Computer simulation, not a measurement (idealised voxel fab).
Herein follows the process module entitled voxel self aligned vias.
Each square cell in cross-section cut measures 5 nm, and the section as a whole is 215 nm wide.
Format of a cross-section: grid, square cells. Given as bands. Order: top down. Band: one or more rows of cells.
Band entry format. Leading values: height of top, height of bottom, nm. Remainder: materials in left-to-right order, each with its width in nm. Special words: "everywhere" on a single material, which then fills the band edge to edge; "blank", empty space.
Beneath 0, the wafer as received is one material, and that level is where height counting begins. The lowest band goes on downward without a bottom; it is written like "from 0 down".
You'd read "30..40" like this: the band's top row of cells is as wide as the first number, its bottom row is as wide as the second, and going down, every row changes width by the same amount as the row before did.
Step note "nothing was modified" = no cross-section cell changed.
In the "Fully sealed cavities" entry, you get each enclosed empty space of 8 cells or more, one with no open way to the top, written width x height at distance, distance from the left edge, in nm.
Read whatever lies past the settings on a step's line as the simulator's own remark about the step.
Steps that use a mask can have "overlay nm" on their line. It says how far the mask sat to the right of where it was meant to be. Negative means to the left.

Intended process steps
- 1: RECEIVE with material Si
- 2: CONFORMAL_DEP with material SiO2, thk nm 10
- 3: CONFORMAL_DEP with material SiCN, thk nm 5
- 4: DIRECTIONAL_DEP with material SiO2, thk nm 20
- 5: MASKED_ETCH with tone open, mask id LINES, width nm 20, pitch nm 45, etch materials SiO2, depth nm 20, overlay nm 0
- 6: CONFORMAL_DEP with material TiN, thk nm 5
- 7: FILL_DEP with material Ru, thk nm 10
- 8: CMP with height nm 35
- 9: SELECTIVE_ETCH with etch materials W Ru TiN, depth nm 5
- 10: FILL_DEP with material SiN, thk nm 5
- 11: CMP with height nm 35
- 12: DIRECTIONAL_DEP with material SiO2, thk nm 15
- 13: DIRECTIONAL_DEP with material aC, thk nm 15
- 14: PATTERN with tone open, mask id VIAS, material resist, width nm 30, thk nm 35, overlay nm 0
- 15: DIRECTIONAL_ETCH with etch materials aC, depth nm 15
- 16: STRIP with etch materials resist
- 17: DIRECTIONAL_ETCH with etch materials SiO2, depth nm 15
- 18: DIRECTIONAL_ETCH with etch materials SiN, depth nm 5
- 19: STRIP with etch materials aC
- 20: CONFORMAL_DEP with material TiN, thk nm 5
- 21: FILL_DEP with material W, thk nm 10
- 22: CMP with height nm 50
- 23: CONFORMAL_DEP with material SiN, thk nm 5

Received-state cross-section, reflecting completion of step 1
- from 0 down: Si everywhere
- Fully sealed cavities: none

End-of-module cross-section of the first of two wafers, processed as planned
- from 55 to 50: SiN everywhere
- from 50 to 40: SiO2 70, TiN 5, W 20, TiN 5, SiO2 115
- from 40 to 35: SiO2 70, TiN 10, W 10, TiN 10, SiO2 115
- from 35 to 30: SiO2 75, TiN 20, SiO2 25, SiN 20, SiO2 75
- from 30 to 20: SiO2 75, TiN 5, Ru 10, TiN 5, SiO2 25, TiN 5, Ru 10, TiN 5, SiO2 75
- from 20 to 15: SiO2 75, TiN 20, SiO2 25, TiN 20, SiO2 75
- from 15 to 10: SiCN everywhere
- from 10 to 0: SiO2 everywhere
- from 0 down: Si everywhere
- Fully sealed cavities: none

Cross-sectional view: second of two wafers, end of module; start and plan identical to the first, one mistake in running
- from 55 to 50: SiN everywhere
- from 50 to 35: SiO2 70, TiN 5, W 20, TiN 5, SiO2 115
- from 35 to 30: SiO2 70, TiN 30, SiO2 20, SiN 20, SiO2 75
- from 30 to 20: SiO2 75, TiN 5, Ru 10, TiN 5, SiO2 25, TiN 5, Ru 10, TiN 5, SiO2 75
- from 20 to 15: SiO2 75, TiN 20, SiO2 25, TiN 20, SiO2 75
- from 15 to 10: SiCN everywhere
- from 10 to 0: SiO2 everywhere
- from 0 down: Si everywhere
- Fully sealed cavities: none
Which mistake was made when the wafer was run? step 17 did not happen as planned, as run it was DIRECTIONAL_ETCH with etch materials SiO2, depth nm 20
Final difference in cells, second wafer against first, listed per material as more or fewer: SiO2 -2 | W +2
